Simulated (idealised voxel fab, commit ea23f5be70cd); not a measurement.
Process module heading - voxel fin reveal
The figure presents cross-section cut, which has a width of 255 nm and is divided into square cells with an edge length of 5 nm.
Notation: cross-section as square-cell grid; stated in bands, top first, going down; one or more cell rows per band. First you get the band's top height and its bottom height, in nm, and then the materials it's made of, left to right, with each width in nm. If you see a single material with "all across", that one covers the band edge to edge. "empty" is empty space. Beneath 0, the wafer as received is one material, and that level is where height counting begins. The lowest band goes on downward without a bottom; it is written like "top 0, no bottom". A width given as "30..40" starts at the first number in the band's top row and ends at the second number in its bottom row, shifting by an equal amount at every step from row to row. Any step labelled "no change occurred" changed none of the cells in the cross-section. Empty spaces counting at least 8 cells and having no open way to the top are listed in "Unvented internal voids". The notation width x height at distance is used for each, the distance being from the left edge and all three values in nm. What comes after the settings on a step's line is commentary from the simulator itself on that step. "overlay nm", when on a step's line for a step with a mask, measures how far to the right of its planned place the mask lay; a negative measure means to the left.
**Set out below are the planned steps of the process**
1. RECEIVE: material Si
2. CONFORMAL_DEP: material SiN, thk nm 10
3. MASKED_ETCH: tone cover, mask id FINS, width nm 15, pitch nm 35, etch materials SiN, depth nm 10, overlay nm -15
4. MASKED_ETCH: tone cover, mask id FINS, width nm 15, pitch nm 35, etch materials Si, depth nm 35, overlay nm 0
5. FILL_DEP: material SiO2, thk nm 15
6. CMP: height nm 10
7. SELECTIVE_ETCH: etch materials SiO2, depth nm 20
8. STRIP: etch materials SiN
Where the wafers of this document differ is in the overlay nm of step 3; they start out the same, and the plan states the value that applied to the first wafer.
**Cross-section, first of several wafers, as delivered after step 1**
* top 0, no bottom = Si all across
* Unvented internal voids: none
**Row per wafer, end-of-module: cell gain (+)/loss (-) by material since the wafer came in, then closed voids**
overlay nm -15; -189 Si; +135 SiO2; Unvented internal voids: none
overlay nm -10; -217 Si; +155 SiO2; Unvented internal voids: none
overlay nm -5; -245 Si; +175 SiO2; Unvented internal voids: none
overlay nm 0; -273 Si; +195 SiO2; Unvented internal voids: none
overlay nm 5; -245 Si; +175 SiO2; Unvented internal voids: none
overlay nm 10; -217 Si; +155 SiO2; Unvented internal voids: none
overlay nm 15; -189 Si; +135 SiO2; Unvented internal voids: none
